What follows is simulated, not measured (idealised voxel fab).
Herein follows the process module entitled voxel self aligned vias.
The cross-section on display is named cut; it measures 225 nm wide, and its cells are 5 nm squares.
The cross-sections in this document take the form of a grid made of square cells. They are written out as bands, in order from top to bottom. Each band consists of one or more rows of cells.
Basically the band line says how high the top is and how high the bottom is, in nm, and then what's in it from left to right, every material with its width in nm. Empty space shows up as "blank", and if a single material carries "everywhere" it runs the full band edge to edge.
We count height from 0. Below that, the starting wafer is all one material. The lowest band never ends at the bottom but goes on down; see "top 0, no bottom" for how that is written.
When a width is written as two numbers, as in "30->40", the first number is the width in the top row of cells of the band and the second is the width in its bottom row, and the width changes by the same amount from each row to the next.
Step note "stayed the same" = no cross-section cell changed.
Empty spaces counting at least 8 cells and having no open way to the top are listed in "Catalogued sealed voids". The notation width x height at distance is used for each, the distance being from the left edge and all three values in nm.
Past the settings on a step's line: simulator remark, on that step.
overlay nm: where the mask lay relative to plan, measured to the right, on steps with a mask; negatives go left.
# Below is the list of planned process steps
1: RECEIVE | material Si
2: CONFORMAL_DEP | material SiO2 | thk nm 10
3: CONFORMAL_DEP | material SiCN | thk nm 5
4: DIRECTIONAL_DEP | material lowk | thk nm 30
5: MASKED_ETCH | tone open | mask id LINES | width nm 30 | pitch nm 70 | etch materials lowk | depth nm 30 | overlay nm 0
6: CONFORMAL_DEP | material TiN | thk nm 5
7: FILL_DEP | material W | thk nm 10
8: CMP | height nm 45
9: SELECTIVE_ETCH | etch materials W Ru TiN | depth nm 10
10: FILL_DEP | material SiN | thk nm 10
11: CMP | height nm 45
12: DIRECTIONAL_DEP | material lowk | thk nm 15
13: MASKED_ETCH | tone open | mask id VIAS | width nm 40 | pitch nm 70 | etch materials lowk | depth nm 15 | overlay nm 0
14: MASKED_ETCH | tone open | mask id VIAS | width nm 40 | pitch nm 70 | etch materials SiN | depth nm 10 | overlay nm 0
15: CONFORMAL_DEP | material TiN | thk nm 5
16: FILL_DEP | material W | thk nm 5
17: CMP | height nm 60
18: CONFORMAL_DEP | material SiCN | thk nm 5
# As-received wafer cross-section (after step 1)
- top 0, no bottom  Si everywhere
- Catalogued sealed voids: none
# Wafer cross-section at end of module: start and plan as shown above, one execution error
- top 65, bottom 60  SiCN everywhere
- top 60, bottom 50  lowk=60; TiN=5; W=30; TiN=5; lowk=30; TiN=5; W=30; TiN=5; lowk=55
- top 50, bottom 40  lowk=60; TiN=5; W=20; TiN=15->5; lowk=30->40; TiN=5; W=20; TiN=15->5; lowk=55->65
- top 40, bottom 35  lowk=60; TiN=30; lowk=40; TiN=30; lowk=65
- top 35, bottom 20  lowk=60; TiN=5; W=20; TiN=5; lowk=40; TiN=5; W=20; TiN=5; lowk=65
- top 20, bottom 15  lowk=60; TiN=30; lowk=40; TiN=30; lowk=65
- top 15, bottom 10  SiCN everywhere
- top 10, bottom 0  SiO2 everywhere
- top 0, no bottom  Si everywhere
- Catalogued sealed voids: none
Finding, execution versus plan: it should be noted that step 13 was executed with settings other than those planned, the operation and settings actually applied being MASKED_ETCH | tone open | mask id VIAS | width nm 40 | pitch nm 70 | etch materials lowk | depth nm 15 | overlay nm 5
